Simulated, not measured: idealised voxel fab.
process module | voxel spacer lines
cross-section cut | 165 nm wide | cells 5 nm
A cross-section is a grid of square cells, given in bands from the top down. A band is one or more rows of cells.
Each band's line starts with the height of the band's top and of its bottom, in nm. Then come its materials from left to right, each with its width in nm. One material with "throughout" fills the band from edge to edge. "air" is empty space.
Height 0 is the level under which the wafer as received is all one material. The lowest band goes on downwards, as in "0 down".
A width such as "30 to 40" changes by the same amount from each row of cells to the next, from the band's top row to its bottom row.
"no change" after a step means that no cell of the cross-section changed.
closed voids: empty space of 8 cells or more with no open way to the top, each as width x height at its distance from the left edge, in nm
after a step's settings: what the simulator itself notes on the step
overlay nm, on a step with a mask: how far to the right of its planned place the mask lay; to the left if negative
plan
1 op RECEIVE | material Si
2 op CONFORMAL_DEP | material Al2O3 | thk nm 5
3 op DIRECTIONAL_DEP | material polySi | thk nm 15
4 op DIRECTIONAL_DEP | material aC | thk nm 25
5 op PATTERN | tone cover | mask id MANDREL | material resist | width nm 20 | pitch nm 60 | thk nm 30 | overlay nm 0
6 op DIRECTIONAL_ETCH | etch materials aC | depth nm 25
7 op STRIP | etch materials resist
8 op CONFORMAL_DEP | material SiO2 | thk nm 10
9 op DIRECTIONAL_ETCH | etch materials SiO2 | depth nm 10
10 op STRIP | etch materials aC
11 op DIRECTIONAL_ETCH | etch materials polySi | depth nm 15
12 op STRIP | etch materials SiO2
first wafer, as planned
as received, after step 1
  0 down: Si throughout
  closed voids: none
after step 2
  5 to 0: Al2O3 throughout
  below 0: unchanged
after step 3
  20 to 5: polySi throughout
  below 5: unchanged
after step 4
  45 to 20: aC throughout
  below 20: unchanged
after step 5
  75 to 45: air 40 | resist 20 | air 40 | resist 20 | air 45
  below 45: unchanged
after step 6
  50 to 45: air 40 | resist 20 | air 40 | resist 20 | air 45
  45 to 20: air 40 | aC 20 | air 40 | aC 20 | air 45
  below 20: unchanged
after step 7
  45 to 20: air 40 | aC 20 | air 40 | aC 20 | air 45
  below 20: unchanged
after step 8
  55 to 45: air 30 | SiO2 40 | air 20 | SiO2 40 | air 35
  45 to 30: air 30 | SiO2 10 | aC 20 | SiO2 10 | air 20 | SiO2 10 | aC 20 | SiO2 10 | air 35
  30 to 20: SiO2 40 | aC 20 | SiO2 40 | aC 20 | SiO2 45
  below 20: unchanged
after step 9
  45 to 20: air 30 | SiO2 10 | aC 20 | SiO2 10 | air 20 | SiO2 10 | aC 20 | SiO2 10 | air 35
  below 20: unchanged
after step 10
  45 to 20: air 30 | SiO2 10 | air 20 | SiO2 10 | air 20 | SiO2 10 | air 20 | SiO2 10 | air 35
  below 20: unchanged
after step 11
  45 to 20: air 30 | SiO2 10 | air 20 | SiO2 10 | air 20 | SiO2 10 | air 20 | SiO2 10 | air 35
  20 to 5: air 30 | polySi 10 | air 20 | polySi 10 | air 20 | polySi 10 | air 20 | polySi 10 | air 35
  below 5: unchanged
after step 12
  20 to 5: air 30 | polySi 10 | air 20 | polySi 10 | air 20 | polySi 10 | air 20 | polySi 10 | air 35
  below 5: unchanged
second wafer: like start, like plan, one mistake. Through step 4 it matches the first wafer
when step 5 should have ended
  75 to 45: resist 40 | air 20 | resist 40 | air 20 | resist 45
  below 45: unchanged
when step 6 should have ended
  50 to 45: resist 40 | air 20 | resist 40 | air 20 | resist 45
  45 to 20: aC 40 | air 20 | aC 40 | air 20 | aC 45
  below 20: unchanged
when step 7 should have ended
  45 to 20: aC 40 | air 20 | aC 40 | air 20 | aC 45
  below 20: unchanged
when step 8 should have ended
  55 to 45: SiO2 throughout
  45 to 20: aC 40 | SiO2 20 | aC 40 | SiO2 20 | aC 45
  below 20: unchanged
when step 9 should have ended
  45 to 20: aC 40 | SiO2 20 | aC 40 | SiO2 20 | aC 45
  below 20: unchanged
when step 10 should have ended
  45 to 20: air 40 | SiO2 20 | air 40 | SiO2 20 | air 45
  below 20: unchanged
when step 11 should have ended
  45 to 20: air 40 | SiO2 20 | air 40 | SiO2 20 | air 45
  20 to 5: air 40 | polySi 20 | air 40 | polySi 20 | air 45
  below 5: unchanged
when step 12 should have ended
  20 to 5: air 40 | polySi 20 | air 40 | polySi 20 | air 45
  below 5: unchanged
what went wrong: step 5 ran as: op PATTERN | tone open | mask id MANDREL | material resist | width nm 20 | pitch nm 60 | thk nm 30 | overlay nm 0
at the end the second wafer has, in cells: as many of each material as the first, in other places
